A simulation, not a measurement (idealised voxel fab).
Proc. module: voxel wiring stack
The cross-section shown here is cut; it is 280 nm wide and divided into square cells measuring 5 nm on a side.
Throughout this document, each cross-section is represented as a grid of square cells and is presented as a sequence of bands enumerated from the top downward, where a band comprises one or more rows of cells.
It is stipulated that each band's entry specify, in nanometres, the height of the top of the band and then that of its bottom, followed by the materials of the band in left-to-right sequence, each together with its width in nanometres. A single material marked by the word "everywhere" is understood to fill the band from edge to edge; the word "blank" is understood to denote empty space.
Where do heights start? At 0: under that level the wafer as delivered is made of one material only. And the lowest band has no floor; it just carries on downward, as in "0 and below".
Quick explanation for "30..40": the width changes in equal steps down the rows of cells, from the first number in the band's top row to the second number in its bottom row.
It should be understood that the words "no modifications", when stated for a given step, signify that the cross-section underwent no change in any of its cells during that step.
Any empty space of 8 cells or more lacking an open way to the top shows up in "Closed internal cavities" as width x height at distance, distance from the left edge, in nm.
Note: text after step settings on the step line = simulator remark on that step.
For masked steps, "overlay nm" on the step line gives how far right of plan the mask actually lay; a minus sign means it lay to the left.
Here's what the planned process steps look like
step 1: RECEIVE with material Si
step 2: CONFORMAL_DEP with material SiO2, thk nm 10
step 3: DIRECTIONAL_DEP with material TiN, thk nm 5
step 4: DIRECTIONAL_DEP with material W, thk nm 15
step 5: MASKED_ETCH with tone cover, mask id METAL_1, width nm 20, pitch nm 40, etch materials W, depth nm 15, overlay nm 0
step 6: MASKED_ETCH with tone cover, mask id METAL_1, width nm 20, pitch nm 40, etch materials TiN, depth nm 5, overlay nm 0
step 7: CONFORMAL_DEP with material SiCN, thk nm 5
step 8: FILL_DEP with material lowk, thk nm 5
step 9: CMP with height nm 30
step 10: CONFORMAL_DEP with material SiCN, thk nm 5
step 11: DIRECTIONAL_DEP with material lowk, thk nm 25
step 12: DIRECTIONAL_DEP with material aC, thk nm 10
step 13: PATTERN with tone open, mask id METAL_2_HOLES, material resist, width nm 15, pitch nm 80, thk nm 30, overlay nm 0
step 14: DIRECTIONAL_ETCH with etch materials aC, depth nm 10
step 15: STRIP with etch materials resist
step 16: DIRECTIONAL_ETCH with etch materials lowk, depth nm 25
step 17: STRIP with etch materials aC
step 18: PATTERN with tone open, mask id METAL_2, material resist, width nm 20, pitch nm 40, thk nm 15, overlay nm 0
step 19: DIRECTIONAL_ETCH with etch materials lowk, depth nm 15
step 20: DIRECTIONAL_ETCH with etch materials SiCN, depth nm 5
step 21: STRIP with etch materials resist
step 22: CONFORMAL_DEP with material TiN, thk nm 5
step 23: FILL_DEP with material Ru, thk nm 10
step 24: CMP with height nm 60
step 25: CONFORMAL_DEP with material SiCN, thk nm 5
Wafer at receipt (post step 1), cross-section
* 0 and below = Si everywhere
* Closed internal cavities: none
Cross-sectional result after module completion. Note: starting condition and plan are unchanged from above; one processing mistake was made
* 65 down to 60 = SiCN everywhere
* 60 down to 50 = lowk 70; TiN 5; Ru 10; TiN 5; lowk 20; TiN 5; Ru 10; TiN 5; lowk 20; TiN 5; Ru 10; TiN 5; lowk 20; TiN 5; Ru 10; TiN 5; lowk 70
* 50 down to 45 = lowk 70; TiN 5; Ru 5; TiN 10; lowk 20; TiN 20; lowk 20; TiN 5; Ru 5; TiN 10; lowk 20; TiN 20; lowk 70
* 45 down to 35 = lowk 70; TiN 5; Ru 5; TiN 5; lowk 65; TiN 5; Ru 5; TiN 5; lowk 115
* 35 down to 30 = SiCN 70; TiN 15; SiCN 65; TiN 15; SiCN 115
* 30 down to 25 = lowk 65; SiCN 30; lowk 10; SiCN 30; lowk 10; SiCN 30; lowk 10; SiCN 30; lowk 65
* 25 down to 15 = lowk 65; SiCN 5; W 20; SiCN 5; lowk 10; SiCN 5; W 20; SiCN 5; lowk 10; SiCN 5; W 20; SiCN 5; lowk 10; SiCN 5; W 20; SiCN 5; lowk 65
* 15 down to 10 = SiCN 70; W 20; SiCN 20; W 20; SiCN 20; W 20; SiCN 20; W 20; SiCN 70
* 10 down to 0 = SiO2 everywhere
* 0 and below = Si everywhere
* Closed internal cavities: none
So what did we get wrong on this run? step 3 of the plan got skipped, so it never ran
